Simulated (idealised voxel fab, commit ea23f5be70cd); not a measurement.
process module | voxel gate over fins
cross-section cut | 260 nm wide | cells 5 nm
A cross-section is a grid of square cells, given in bands from the top down. A band is one or more rows of cells.
Each band's line starts with the height of the band's top and of its bottom, in nm. Then come its materials from left to right, each with its width in nm. One material with "throughout" fills the band from edge to edge. "air" is empty space.
Height 0 is the level under which the wafer as received is all one material. The lowest band goes on downwards, as in "0 down".
A width such as "30 to 40" changes by the same amount from each row of cells to the next, from the band's top row to its bottom row.
"no change" after a step means that no cell of the cross-section changed.
closed voids: empty space of 8 cells or more with no open way to the top, each as width x height at its distance from the left edge, in nm
after a step's settings: what the simulator itself notes on the step
overlay nm, on a step with a mask: how far to the right of its planned place the mask lay; to the left if negative
plan
1 op RECEIVE | material Si
2 op CONFORMAL_DEP | material SiN | thk nm 5
3 op MASKED_ETCH | tone cover | mask id FINS | width nm 15 | pitch nm 50 | etch materials SiN | depth nm 5 | overlay nm 0
4 op MASKED_ETCH | tone cover | mask id FINS | width nm 15 | pitch nm 50 | etch materials Si | depth nm 35 | overlay nm 0
5 op OXIDIZE | depth nm 5
6 op FILL_DEP | material SiO2 | thk nm 15
7 op CMP | height nm 5
8 op MASKED_ETCH | tone open | mask id RAIL | width nm 15 | etch materials SiO2 | depth nm 35 | overlay nm 0
9 op CONFORMAL_DEP | material TiN | thk nm 5
10 op FILL_DEP | material Ru | thk nm 5
11 op CMP | height nm 5
12 op SELECTIVE_ETCH | etch materials W Ru TiN | depth nm 20
13 op FILL_DEP | material SiO2 | thk nm 5
14 op CMP | height nm 5
15 op SELECTIVE_ETCH | etch materials SiO2 | depth nm 15
16 op STRIP | etch materials SiN
17 op CONFORMAL_DEP | material HfO2 | thk nm 5
18 op CONFORMAL_DEP | material TiN | thk nm 5
19 op CONFORMAL_DEP | material TiAl | thk nm 5
20 op CONFORMAL_DEP | material TiN | thk nm 5
21 op FILL_DEP | material W | thk nm 10
22 op CMP | height nm 25
23 op CONFORMAL_DEP | material SiCN | thk nm 5
as received, after step 1
  0 down: Si throughout
  closed voids: none
a wafer at the end: this start, this plan, one mistake
  30 to 25: SiCN throughout
  25 to 20: W throughout
  20 to 15: W 25 | TiN 205 | W 30
  15 to 10: W 25 | TiN 5 | TiAl 45 | TiN 5 | TiAl 45 | TiN 5 | TiAl 45 | TiN 5 | TiAl 45 | TiN 5 | W 30
  10 to 5: W 25 | TiN 5 | TiAl 5 | TiN 35 | TiAl 5 | TiN 5 | TiAl 5 | TiN 35 | TiAl 5 | TiN 5 | TiAl 5 | TiN 35 | TiAl 5 | TiN 5 | TiAl 5 | TiN 35 | TiAl 5 | TiN 5 | W 30
  5 to 0: W 25 | TiN 5 | TiAl 5 | TiN 5 | HfO2 25 | TiN 5 | TiAl 5 | TiN 5 | TiAl 5 | TiN 5 | HfO2 25 | TiN 5 | TiAl 5 | TiN 5 | TiAl 5 | TiN 5 | HfO2 25 | TiN 5 | TiAl 5 | TiN 5 | TiAl 5 | TiN 5 | HfO2 25 | TiN 5 | TiAl 5 | TiN 5 | W 30
  0 to -15: W 25 | TiN 5 | TiAl 5 | TiN 5 | HfO2 5 | SiO2 5 | Si 5 | SiO2 5 | HfO2 5 | TiN 5 | TiAl 5 | TiN 5 | TiAl 5 | TiN 5 | HfO2 5 | SiO2 5 | Si 5 | SiO2 5 | HfO2 5 | TiN 5 | TiAl 5 | TiN 5 | TiAl 5 | TiN 5 | HfO2 5 | SiO2 5 | Si 5 | SiO2 5 | HfO2 5 | TiN 5 | TiAl 5 | TiN 5 | TiAl 5 | TiN 5 | HfO2 5 | SiO2 5 | Si 5 | SiO2 5 | HfO2 5 | TiN 5 | TiAl 5 | TiN 5 | W 30
  -15 to -20: TiN 30 | TiAl 5 | TiN 5 | HfO2 5 | SiO2 5 | Si 5 | SiO2 5 | HfO2 5 | TiN 5 | TiAl 5 | TiN 5 | TiAl 5 | TiN 5 | HfO2 5 | SiO2 5 | Si 5 | SiO2 5 | HfO2 5 | TiN 5 | TiAl 5 | TiN 5 | TiAl 5 | TiN 5 | HfO2 5 | SiO2 5 | Si 5 | SiO2 5 | HfO2 5 | TiN 5 | TiAl 5 | TiN 5 | TiAl 5 | TiN 5 | HfO2 5 | SiO2 5 | Si 5 | SiO2 5 | HfO2 5 | TiN 5 | TiAl 5 | TiN 35
  -20 to -25: TiAl 35 | TiN 5 | HfO2 5 | SiO2 5 | Si 5 | SiO2 5 | HfO2 5 | TiN 5 | TiAl 15 | TiN 5 | HfO2 5 | SiO2 5 | Si 5 | SiO2 5 | HfO2 5 | TiN 5 | TiAl 15 | TiN 5 | HfO2 5 | SiO2 5 | Si 5 | SiO2 5 | HfO2 5 | TiN 5 | TiAl 15 | TiN 5 | HfO2 5 | SiO2 5 | Si 5 | SiO2 5 | HfO2 5 | TiN 5 | TiAl 40
  -25 to -30: TiN 40 | HfO2 5 | SiO2 5 | Si 5 | SiO2 5 | HfO2 5 | TiN 25 | HfO2 5 | SiO2 5 | Si 5 | SiO2 5 | HfO2 5 | TiN 25 | HfO2 5 | SiO2 5 | Si 5 | SiO2 5 | HfO2 5 | TiN 25 | HfO2 5 | SiO2 5 | Si 5 | SiO2 5 | HfO2 5 | TiN 45
  -30 to -35: HfO2 45 | SiO2 5 | Si 5 | SiO2 5 | HfO2 35 | SiO2 5 | Si 5 | SiO2 5 | HfO2 35 | SiO2 5 | Si 5 | SiO2 5 | HfO2 35 | SiO2 5 | Si 5 | SiO2 5 | HfO2 50
  -35 to -40: SiO2 50 | Si 5 | SiO2 45 | Si 5 | SiO2 45 | Si 5 | SiO2 45 | Si 5 | SiO2 55
  -40 down: Si throughout
  closed voids: none
what went wrong: step 6 ran as: op FILL_DEP | material SiN | thk nm 15
